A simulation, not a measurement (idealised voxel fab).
process module | voxel air gaps
cross-section cut | 270 nm wide | cells 5 nm
A cross-section is a grid of square cells, given in bands from the top down. A band is one or more rows of cells.
Each band's line starts with the height of the band's top and of its bottom, in nm. Then come its materials from left to right, each with its width in nm. One material with "throughout" fills the band from edge to edge. "air" is empty space.
Height 0 is the level under which the wafer as received is all one material. The lowest band goes on downwards, as in "0 down".
A width such as "30 to 40" changes by the same amount from each row of cells to the next, from the band's top row to its bottom row.
"no change" after a step means that no cell of the cross-section changed.
closed voids: empty space of 8 cells or more with no open way to the top, each as width x height at its distance from the left edge, in nm
after a step's settings: what the simulator itself notes on the step
overlay nm, on a step with a mask: how far to the right of its planned place the mask lay; to the left if negative
plan
1 op RECEIVE | material Si
2 op CONFORMAL_DEP | material SiO2 | thk nm 5
3 op CONFORMAL_DEP | material SiCN | thk nm 5
4 op DIRECTIONAL_DEP | material lowk | thk nm 40
5 op DIRECTIONAL_DEP | material aC | thk nm 15
6 op PATTERN | tone open | mask id LINES | material resist | width nm 15 | pitch nm 40 | thk nm 35 | overlay nm 0
7 op DIRECTIONAL_ETCH | etch materials aC | depth nm 15
8 op STRIP | etch materials resist
9 op DIRECTIONAL_ETCH | etch materials lowk | depth nm 40
10 op STRIP | etch materials aC
11 op CONFORMAL_DEP | material TiN | thk nm 5
12 op FILL_DEP | material W | thk nm 10
13 op CMP | height nm 55
14 op EPI | material Ru | thk nm 10
15 op SELECTIVE_ETCH | etch materials lowk | depth nm 50
16 op CONFORMAL_DEP | material SiCN | thk nm 5
varied across the wafers: thk nm of step 2. The plan shows the first wafer's value. All wafers start alike
first wafer as received, after step 1
  0 down: Si throughout
  closed voids: none
each wafer at the end: cells of each material gained (+) or lost (-) since it was received, then its closed voids
thk nm 5 | +108 Ru | +108 SiCN | +54 SiO2 | +102 TiN | +24 W | +360 lowk | closed voids: none
thk nm 10 | +42 Ru | +184 SiCN | +108 SiO2 | +51 TiN | +21 W | closed voids: 15 x 30 at 105; 15 x 30 at 145
thk nm 15 | +42 Ru | +178 SiCN | +162 SiO2 | +45 TiN | +18 W | closed voids: 15 x 25 at 105; 15 x 25 at 145
thk nm 20 | +42 Ru | +172 SiCN | +216 SiO2 | +39 TiN | +15 W | closed voids: 15 x 20 at 105; 15 x 20 at 145
thk nm 25 | +42 Ru | +166 SiCN | +270 SiO2 | +33 TiN | +12 W | closed voids: 15 x 15 at 105; 15 x 15 at 145
